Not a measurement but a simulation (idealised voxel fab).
Name of the process module below: voxel double patterning
Section cut is 170 nm wide and gridded with 5 nm square cells.
We lay out every cross-section as a grid of square cells and spell it out in bands from the top down, where one band means one or more rows of cells.
Quick guide to a band line: top height, bottom height (nm) up front; then every material left to right with its width in nm. Only one material and it's marked "edge to edge"? Then it fills the band edge to edge. And "empty" just means empty space.
Where do heights start? At 0: under that level the wafer as delivered is made of one material only. And the lowest band has no floor; it just carries on downward, as in "z 0 and below".
Think of "30..40" as a width that walks from the first number to the second as you go down the band, top row to bottom row, taking equal-sized steps from row to row.
"no change" after a step means that no cell of the cross-section changed.
For the entry "Trapped void list", the listed items are empty spaces with no open way to the top whose size is 8 cells or more; each item follows the pattern width x height at distance, where distance is from the left edge and all three are in nm.
Text after the settings on a step's line: the simulator's own remark on that step.
A step line may carry the setting "overlay nm", which, for steps involving a mask, states the distance by which the mask lay to the right of its intended position; negative values denote displacement to the left.

The process steps that were planned are listed below:
1,RECEIVE, material Si
2,CONFORMAL_DEP, material SiO2, thk nm 5
3,DIRECTIONAL_DEP, material TiN, thk nm 20
4,DIRECTIONAL_DEP, material SiN, thk nm 10
5,MASKED_ETCH, tone open, mask id FIRST, width nm 15, pitch nm 50, etch materials SiN, depth nm 10, overlay nm 0
6,DIRECTIONAL_DEP, material aC, thk nm 10
7,PATTERN, tone open, mask id SECOND, material resist, width nm 15, thk nm 30, overlay nm 0
8,DIRECTIONAL_ETCH, etch materials aC, depth nm 10
9,STRIP, etch materials resist
10,DIRECTIONAL_ETCH, etch materials SiN, depth nm 10
11,STRIP, etch materials aC
12,DIRECTIONAL_ETCH, etch materials TiN, depth nm 20
13,STRIP, etch materials SiN

So this is the incoming wafer in cross-section - it's already been through step 1:
  z 0 and below: Si edge to edge
  Trapped void list: none

Run as planned - first of the two wafers cross-sectioned at the end of the module:
  z 25 to 5: TiN (50), then empty (15), then TiN (10), then empty (15), then TiN (10), then empty (15), then TiN (55)
  z 5 to 0: SiO2 edge to edge
  z 0 and below: Si edge to edge
  Trapped void list: none

So this is wafer number two of the two, cut at the end of the module - it started where the first did and had the same plan, we just got one thing wrong running it:
  z 25 to 0: SiO2 edge to edge
  z 0 and below: Si edge to edge
  Trapped void list: none
Deviation from plan: step 3 was not run as planned; what actually ran was DIRECTIONAL_DEP, material SiO2, thk nm 20
Per the end-of-run cell counts, the second wafer holds more or fewer of some materials than the first: +136 SiO2, -100 TiN
